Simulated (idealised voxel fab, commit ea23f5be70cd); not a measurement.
Documented hereafter: the process module known as voxel capacitor over wiring.
This is section cut - it's 240 nm across, gridded in 5 nm square cells.
This document writes a cross-section as a grid whose cells are square, and gives it as bands, listed from the top down; one or more rows of cells form a band. Within each band entry, the heights of the top and of the bottom of the band appear first, in that order and in nm; the materials of the band then follow from left to right, each with its corresponding width in nm. The designation "everywhere" on a single material indicates that it fills the band from edge to edge; the designation "empty" indicates empty space. Height reference: 0 = level under which incoming wafer is all one material. Lowest band: no bottom, runs on downward, e.g. "0..down". It should be noted that a width expressed as "30->40" varies in equal increments from row to row of cells within the band, taking the value of the first number at the top row and that of the second number at the bottom row. "nothing changed" (step): cross-section cells unchanged, all of them. "Sealed-off cavities" contains a list of empty spaces, each no smaller than 8 cells and without an open way to the top, written in the form width x height at distance with the distance from the left edge and all three in nm. Past the settings on a step's line: simulator remark, on that step. Each step line may optionally specify "overlay nm", which for a step with a mask gives the rightward distance between the mask's planned place and where it lay, a negative value indicating the leftward direction.

[Intended process steps]
| 1 | RECEIVE: material Si |
| 2 | CONFORMAL_DEP: material SiO2, thk nm 15 |
| 3 | DIRECTIONAL_DEP: material TiN, thk nm 5 |
| 4 | DIRECTIONAL_DEP: material W, thk nm 15 |
| 5 | MASKED_ETCH: tone cover, mask id METAL_1, width nm 30, pitch nm 90, etch materials W, depth nm 15, overlay nm 0 |
| 6 | MASKED_ETCH: tone cover, mask id METAL_1, width nm 30, pitch nm 90, etch materials TiN, depth nm 5, overlay nm 0 |
| 7 | FILL_DEP: material SiO2, thk nm 5 |
| 8 | CMP: height nm 35 |
| 9 | CONFORMAL_DEP: material SiCN, thk nm 5 |
| 10 | DIRECTIONAL_DEP: material SiO2, thk nm 20 |
| 11 | DIRECTIONAL_DEP: material aC, thk nm 10 |
| 12 | PATTERN: tone open, mask id PLUG_1, material resist, width nm 15, thk nm 30, overlay nm 0 |
| 13 | DIRECTIONAL_ETCH: etch materials aC, depth nm 10 |
| 14 | STRIP: etch materials resist |
| 15 | DIRECTIONAL_ETCH: etch materials SiO2, depth nm 20 |
| 16 | DIRECTIONAL_ETCH: etch materials SiCN, depth nm 5 |
| 17 | STRIP: etch materials aC |
| 18 | EPI: material Ru, thk nm 10 |
| 19 | EPI: material Ru, thk nm 10 |
| 20 | EPI: material Ru, thk nm 5 |
| 21 | DIRECTIONAL_DEP: material TiN, thk nm 5 |
| 22 | DIRECTIONAL_DEP: material SiN, thk nm 5 |
| 23 | DIRECTIONAL_DEP: material TiN, thk nm 5 |
| 24 | MASKED_ETCH: tone cover, mask id UPPER_PLATE, width nm 65, etch materials TiN, depth nm 5, overlay nm 0 |
| 25 | MASKED_ETCH: tone cover, mask id UPPER_PLATE, width nm 65, etch materials SiN, depth nm 5, overlay nm 0 |
| 26 | MASKED_ETCH: tone cover, mask id LOWER_PLATE, width nm 75, etch materials TiN, depth nm 5, overlay nm 0 |
| 27 | FILL_DEP: material SiO2, thk nm 20 |
| 28 | CMP: height nm 90 |
| 29 | DIRECTIONAL_DEP: material aC, thk nm 10 |
| 30 | PATTERN: tone open, mask id PLUG_2, material resist, width nm 15, thk nm 30, overlay nm 0 |
| 31 | DIRECTIONAL_ETCH: etch materials aC, depth nm 10 |
| 32 | STRIP: etch materials resist |
| 33 | DIRECTIONAL_ETCH: etch materials SiO2, depth nm 15 |
| 34 | STRIP: etch materials aC |
| 35 | CONFORMAL_DEP: material TiN, thk nm 5 |
| 36 | FILL_DEP: material W, thk nm 5 |
| 37 | CMP: height nm 90 |
| 38 | CONFORMAL_DEP: material SiCN, thk nm 5 |

[So this is the incoming wafer in cross-section - it's already been through step 1]
  0..down | Si everywhere
  Sealed-off cavities: none

[The first of the two wafers as seen in cross-section once the module was finished; processing followed the plan]
  95..90 | SiCN everywhere
  90..80 | SiO2 (85), then TiN (5), then W (5), then TiN (5), then SiO2 (140)
  80..70 | SiO2 (85->75), then TiN (15->65), then SiO2 (140->100)
  70..65 | SiO2 (75), then SiN (65), then SiO2 (100)
  65..60 | SiO2 (70), then TiN (75), then SiO2 (95)
  60..40 | SiO2 (75), then Ru (15), then SiO2 (150)
  40..35 | SiCN (75), then Ru (15), then SiCN (150)
  35..20 | SiO2 (60), then W (30), then SiO2 (60), then W (30), then SiO2 (60)
  20..15 | SiO2 (60), then TiN (30), then SiO2 (60), then TiN (30), then SiO2 (60)
  15..0 | SiO2 everywhere
  0..down | Si everywhere
  Sealed-off cavities: none

[End of module, second wafer, cross-section. Started like the first, planned like the first, run with one mistake]
  95..90 | SiCN everywhere
  90..80 | SiO2 (85), then TiN (5), then W (5), then TiN (5), then SiO2 (140)
  80..75 | SiO2 (85), then TiN (15), then SiO2 (140)
  75..70 | SiO2 (75), then SiN (65), then SiO2 (100)
  70..65 | SiO2 (70), then TiN (75), then SiO2 (95)
  65..60 | TiN everywhere
  60..40 | SiO2 (75), then Ru (15), then SiO2 (150)
  40..35 | SiCN (75), then Ru (15), then SiCN (150)
  35..20 | SiO2 (60), then W (30), then SiO2 (60), then W (30), then SiO2 (60)
  20..15 | SiO2 (60), then TiN (30), then SiO2 (60), then TiN (30), then SiO2 (60)
  15..0 | SiO2 everywhere
  0..down | Si everywhere
  Sealed-off cavities: none
Which mistake was made when the wafer was run? deviation from plan: step 23 and step 22 executed in one another's positions
In the final state, the cell counts of the second wafer exceed or fall short of those of the first for the following materials: 35 fewer of SiO2, 35 more of TiN
